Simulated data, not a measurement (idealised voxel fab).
Process module, titled voxel self aligned vias
It is cross-section cut that appears here, measuring 290 nm in width, its square cells being 5 nm in size.
Just so we're on the same page, the cross-sections are grids of square cells, and they're listed out in bands top to bottom, each band one or more rows deep. In this notation a band is specified by the heights of its top and bottom, in that order and in nm, after which its materials appear from left to right, each paired with its width in nm. The word "throughout" attached to a single material means that material fills the band from edge to edge; the word "empty" stands for empty space. Heights are expressed relative to 0, this being the level below which the as-received wafer comprises one material exclusively. The lowest band is unbounded in the downward direction and is denoted as in "0 -> down". Width "30..40": first value at the band's top row of cells, second value at its bottom row, equal change from row to row. The cross-section has no changed cell in any step marked "stayed the same". What "Enclosed void list" gives you is every empty space of 8 cells or more that is cut off from the top. Each appears as width x height at distance, with the distance taken from the left edge and width, height and distance all in nm. Step line, after settings: the simulator's comment on this step. Steps that use a mask can have "overlay nm" on their line. It says how far the mask sat to the right of where it was meant to be. Negative means to the left.

## Process steps foreseen in the plan
1,RECEIVE with material Si
2,CONFORMAL_DEP with material SiO2, thk nm 15
3,CONFORMAL_DEP with material SiCN, thk nm 5
4,DIRECTIONAL_DEP with material SiO2, thk nm 20
5,PATTERN with tone open, mask id LINES, material resist, width nm 30, pitch nm 70, thk nm 15, overlay nm 0
6,DIRECTIONAL_ETCH with etch materials SiO2, depth nm 20
7,STRIP with etch materials resist
8,CONFORMAL_DEP with material TiN, thk nm 5
9,FILL_DEP with material W, thk nm 5
10,CMP with height nm 40
11,SELECTIVE_ETCH with etch materials W Ru TiN, depth nm 5
12,FILL_DEP with material SiN, thk nm 5
13,CMP with height nm 40
14,DIRECTIONAL_DEP with material SiO2, thk nm 20
15,MASKED_ETCH with tone open, mask id VIAS, width nm 40, pitch nm 70, etch materials SiO2, depth nm 20, overlay nm 0
16,MASKED_ETCH with tone open, mask id VIAS, width nm 40, pitch nm 70, etch materials SiN, depth nm 5, overlay nm 0
17,CONFORMAL_DEP with material TiN, thk nm 5
18,FILL_DEP with material Cu, thk nm 5
19,CMP with height nm 60
20,CONFORMAL_DEP with material SiN, thk nm 5

## Cross-section of the wafer at receipt, which is the condition after step 1
> 0 -> down = Si throughout
> Enclosed void list: none

## Look at the cross-section after the module: the wafer started out the way shown above and the plan was the one shown above, yet one mistake was made along the way
> 65 -> 60 = SiN throughout
> 60 -> 45 = 55 of SiO2 | 5 of TiN | 30 of Cu | 5 of TiN | 30 of SiO2 | 5 of TiN | 30 of Cu | 5 of TiN | 30 of SiO2 | 5 of TiN | 30 of Cu | 5 of TiN | 55 of SiO2
> 45 -> 40 = 55 of SiO2 | 15 of TiN | 15 of Cu | 10 of TiN | 30 of SiO2 | 15 of TiN | 15 of Cu | 10 of TiN | 30 of SiO2 | 15 of TiN | 15 of Cu | 10 of TiN | 55 of SiO2
> 40 -> 35 = 60 of SiO2 | 5 of SiN | 25 of TiN | 40 of SiO2 | 5 of SiN | 25 of TiN | 40 of SiO2 | 5 of SiN | 25 of TiN | 60 of SiO2
> 35 -> 25 = 60 of SiO2 | 5 of TiN | 20 of W | 5 of TiN | 40 of SiO2 | 5 of TiN | 20 of W | 5 of TiN | 40 of SiO2 | 5 of TiN | 20 of W | 5 of TiN | 60 of SiO2
> 25 -> 20 = 60 of SiO2 | 30 of TiN | 40 of SiO2 | 30 of TiN | 40 of SiO2 | 30 of TiN | 60 of SiO2
> 20 -> 15 = SiCN throughout
> 15 -> 0 = SiO2 throughout
> 0 -> down = Si throughout
> Enclosed void list: none
Plan not followed: heads up, step 16 didn't go per plan, it actually ran as MASKED_ETCH with tone open, mask id VIAS, width nm 40, pitch nm 70, etch materials SiN, depth nm 5, overlay nm 10
